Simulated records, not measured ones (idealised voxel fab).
The following is a process module called voxel local oxidation.
Square cell edge 5 nm, section width 150 nm, ID cut.
Throughout this document, each cross-section is represented as a grid of square cells and is presented as a sequence of bands enumerated from the top downward, where a band comprises one or more rows of cells.
Heads up on the band format: heights come first, top then bottom, in nm. After that it's the materials left to right, each with its width in nm. A single material flagged "full width" fills the whole band edge to edge, and "air" means there's empty space there.
Heads up on the height convention: 0 is the point under which the incoming wafer is all one material, and the lowest band has no bottom, it just keeps going down, like "z 0 and below".
Think of "30 to 40" as a width that walks from the first number to the second as you go down the band, top row to bottom row, taking equal-sized steps from row to row.
"no modification" (step): cross-section cells unchanged, all of them.
Closed-off voids of 8+ cells (no open route to the top) go in "Voids lacking openings", written width x height at distance from the left edge, in nm.
That trailing text on a step's line, after the settings, is the simulator's own remark on the step.
On any step carrying a mask, the "overlay nm" setting, if present on the step's line, tells how far right of its planned place the mask lay; negative values point to the left.
[Process steps - plan]
1: RECEIVE with material Si
2: CONFORMAL_DEP with material SiO2, thk nm 5
3: CONFORMAL_DEP with material SiN, thk nm 10
4: MASKED_ETCH with tone cover, mask id ACTIVE, width nm 90, etch materials SiN, depth nm 10, overlay nm 0
5: SELECTIVE_ETCH with etch materials SiO2, depth nm 5
6: OXIDIZE with depth nm 15
7: STRIP with etch materials SiN
[The following pertains to the first of two wafers, which was processed as planned]
[as received, after step 1]
	z 0 and below | Si full width
	Voids lacking openings: none
[You're looking at a cross-section of the wafer after step 2]
	z 5 to 0 | SiO2 full width
	Whatever lies below 0 is exactly as it was before.
[You're looking at a cross-section of the wafer after step 3]
	z 15 to 5 | SiN full width
	Whatever lies below 5 is exactly as it was before.
[You're looking at a cross-section of the wafer after step 4]
	z 15 to 5 | 30 air, 90 SiN, 30 air
	Whatever lies below 5 is exactly as it was before.
[You're looking at a cross-section of the wafer after step 5]
	z 15 to 5 | 30 air, 90 SiN, 30 air
	z 5 to 0 | 35 air, 80 SiO2, 35 air
	Whatever lies below 0 is exactly as it was before.
[You're looking at a cross-section of the wafer after step 6]
	z 15 to 5 | 30 air, 90 SiN, 30 air
	z 5 to 0 | 35 air, 80 SiO2, 35 air
	z 0 to -15 | 50 SiO2, 50 Si, 50 SiO2
	Whatever lies below -15 is exactly as it was before.
[You're looking at a cross-section of the wafer after step 7]
	z 5 to 0 | 35 air, 80 SiO2, 35 air
	Whatever lies below 0 is exactly as it was before.
[Second wafer - shared start and plan with the first - one error in running - same as the first up to step 3 inclusive]
[Second wafer, cross-section, planned end of step 4]
	z 15 to 5 | 25 air, 90 SiN, 35 air
	Whatever lies below 5 is exactly as it was before.
[Second wafer, cross-section, planned end of step 5]
	z 15 to 5 | 25 air, 90 SiN, 35 air
	z 5 to 0 | 30 air, 80 SiO2, 40 air
	Whatever lies below 0 is exactly as it was before.
[Second wafer, cross-section, planned end of step 6]
	z 15 to 5 | 25 air, 90 SiN, 35 air
	z 5 to 0 | 30 air, 80 SiO2, 40 air
	z 0 to -15 | 45 SiO2, 50 Si, 55 SiO2
	Whatever lies below -15 is exactly as it was before.
[Second wafer, cross-section, planned end of step 7]
	z 5 to 0 | 30 air, 80 SiO2, 40 air
	Whatever lies below 0 is exactly as it was before.
It is concluded that the wafer was processed incorrectly with respect to the plan, in that step 4 was not run as planned; what actually ran was MASKED_ETCH with tone cover, mask id ACTIVE, width nm 90, etch materials SiN, depth nm 10, overlay nm -5
Comparing end states, the material composition by cell count is preserved from the first wafer to the second, while the locations of the cells are not.
